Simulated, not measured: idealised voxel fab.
Presented below is a process module, voxel fin reveal.
FYI the section here is cut, 160 nm wide, cells are 5 nm squares.
This document writes a cross-section as a grid whose cells are square, and gives it as bands, listed from the top down; one or more rows of cells form a band. Within each band entry, the heights of the top and of the bottom of the band appear first, in that order and in nm; the materials of the band then follow from left to right, each with its corresponding width in nm. The designation "everywhere" on a single material indicates that it fills the band from edge to edge; the designation "air" indicates empty space. Measure heights from 0. That's the level where, below it, the as-received wafer is all one material. The lowest band is bottomless and extends downward; write it as in "from 0 down". It should be noted that a width expressed as "30 to 40" varies in equal increments from row to row of cells within the band, taking the value of the first number at the top row and that of the second number at the bottom row. Any step labelled "no change" changed none of the cells in the cross-section. "Unvented voids": empty spaces of 8 cells or more with no open way to the top, each given as width x height at distance, distance from the left edge, all in nm. Heads up: the bit after the settings on a step's line is the simulator's remark on that step. "overlay nm" answers the question of how far to the right of plan the mask lay on a step that has a mask, and when it is negative the answer is to the left.
This section lists the process steps that were planned
step 1: RECEIVE: material Si
step 2: CONFORMAL_DEP: material SiN, thk nm 5
step 3: MASKED_ETCH: tone cover, mask id FINS, width nm 15, pitch nm 45, etch materials SiN, depth nm 5, overlay nm 0
step 4: MASKED_ETCH: tone cover, mask id FINS, width nm 15, pitch nm 45, etch materials Si, depth nm 30, overlay nm 0
step 5: OXIDIZE: depth nm 5
step 6: FILL_DEP: material SiO2, thk nm 10
step 7: CMP: height nm 5
step 8: SELECTIVE_ETCH: etch materials SiO2, depth nm 25
step 9: STRIP: etch materials SiN
step 10: CONFORMAL_DEP: material SiO2, thk nm 5
Account of the first of two wafers, which was processed as intended
Cross-section of the wafer at receipt, which is the condition after step 1
	from 0 down: Si everywhere
	Unvented voids: none
After step 2, in cross-section
	from 5 to 0: SiN everywhere
	Anything lower than 0 is untouched.
After step 3, in cross-section
	from 5 to 0: air=50 / SiN=15 / air=30 / SiN=15 / air=50
	Anything lower than 0 is untouched.
After step 4, in cross-section
	from 5 to 0: air=50 / SiN=15 / air=30 / SiN=15 / air=50
	from 0 to -30: air=50 / Si=15 / air=30 / Si=15 / air=50
	Anything lower than -30 is untouched.
After step 5, in cross-section
	from 5 to 0: air=50 / SiN=15 / air=30 / SiN=15 / air=50
	from 0 to -30: air=50 / SiO2=5 / Si=5 / SiO2=5 / air=30 / SiO2=5 / Si=5 / SiO2=5 / air=50
	from -30 to -35: SiO2=55 / Si=5 / SiO2=40 / Si=5 / SiO2=55
	Anything lower than -35 is untouched.
After step 6, in cross-section
	from 15 to 5: SiO2 everywhere
	from 5 to 0: SiO2=50 / SiN=15 / SiO2=30 / SiN=15 / SiO2=50
	from 0 to -35: SiO2=55 / Si=5 / SiO2=40 / Si=5 / SiO2=55
	Anything lower than -35 is untouched.
After step 7, in cross-section
	from 5 to 0: SiO2=50 / SiN=15 / SiO2=30 / SiN=15 / SiO2=50
	Anything lower than 0 is untouched.
After step 8, in cross-section
	from 5 to 0: air=50 / SiN=15 / air=30 / SiN=15 / air=50
	from 0 to -20: air=55 / Si=5 / air=40 / Si=5 / air=55
	Anything lower than -20 is untouched.
After step 9, in cross-section
	from 0 to -20: air=55 / Si=5 / air=40 / Si=5 / air=55
	Anything lower than -20 is untouched.
After step 10, in cross-section
	from 5 to 0: air=50 / SiO2=15 / air=30 / SiO2=15 / air=50
	from 0 to -15: air=50 / SiO2=5 / Si=5 / SiO2=5 / air=30 / SiO2=5 / Si=5 / SiO2=5 / air=50
	from -15 to -35: SiO2=55 / Si=5 / SiO2=40 / Si=5 / SiO2=55
	Anything lower than -35 is untouched.
For the second wafer, take the first wafer's start and plan, then add one mistake made in running it; everything through step 3, that step included, is shared with the first
Cross-sectional view of the second wafer at the intended end time of process step 4
	from 5 to 0: air=50 / SiN=15 / air=30 / SiN=15 / air=50
	from 0 to -20: air=50 / Si=15 / air=30 / Si=15 / air=50
	Anything lower than -20 is untouched.
Cross-sectional view of the second wafer at the intended end time of process step 5
	from 5 to 0: air=50 / SiN=15 / air=30 / SiN=15 / air=50
	from 0 to -20: air=50 / SiO2=5 / Si=5 / SiO2=5 / air=30 / SiO2=5 / Si=5 / SiO2=5 / air=50
	from -20 to -25: SiO2=55 / Si=5 / SiO2=40 / Si=5 / SiO2=55
	Anything lower than -25 is untouched.
Cross-sectional view of the second wafer at the intended end time of process step 6
	from 15 to 5: SiO2 everywhere
	from 5 to 0: SiO2=50 / SiN=15 / SiO2=30 / SiN=15 / SiO2=50
	from 0 to -25: SiO2=55 / Si=5 / SiO2=40 / Si=5 / SiO2=55
	Anything lower than -25 is untouched.
Cross-sectional view of the second wafer at the intended end time of process step 7
	from 5 to 0: SiO2=50 / SiN=15 / SiO2=30 / SiN=15 / SiO2=50
	Anything lower than 0 is untouched.
Cross-sectional view of the second wafer at the intended end time of process step 8
	from 5 to 0: air=50 / SiN=15 / air=30 / SiN=15 / air=50
	from 0 to -20: air=55 / Si=5 / air=40 / Si=5 / air=55
	Anything lower than -20 is untouched.
Cross-sectional view of the second wafer at the intended end time of process step 9
	from 0 to -20: air=55 / Si=5 / air=40 / Si=5 / air=55
	Anything lower than -20 is untouched.
Cross-sectional view of the second wafer at the intended end time of process step 10
	from 5 to 0: air=50 / SiO2=15 / air=30 / SiO2=15 / air=50
	from 0 to -15: air=50 / SiO2=5 / Si=5 / SiO2=5 / air=30 / SiO2=5 / Si=5 / SiO2=5 / air=50
	from -15 to -25: SiO2=55 / Si=5 / SiO2=40 / Si=5 / SiO2=55
	Anything lower than -25 is untouched.
Here's what went sideways: not per plan at step 4, really ran MASKED_ETCH: tone cover, mask id FINS, width nm 15, pitch nm 45, etch materials Si, depth nm 20, overlay nm 0
Cell-count delta at end, second wafer over first, by material: +60 Si; -60 SiO2
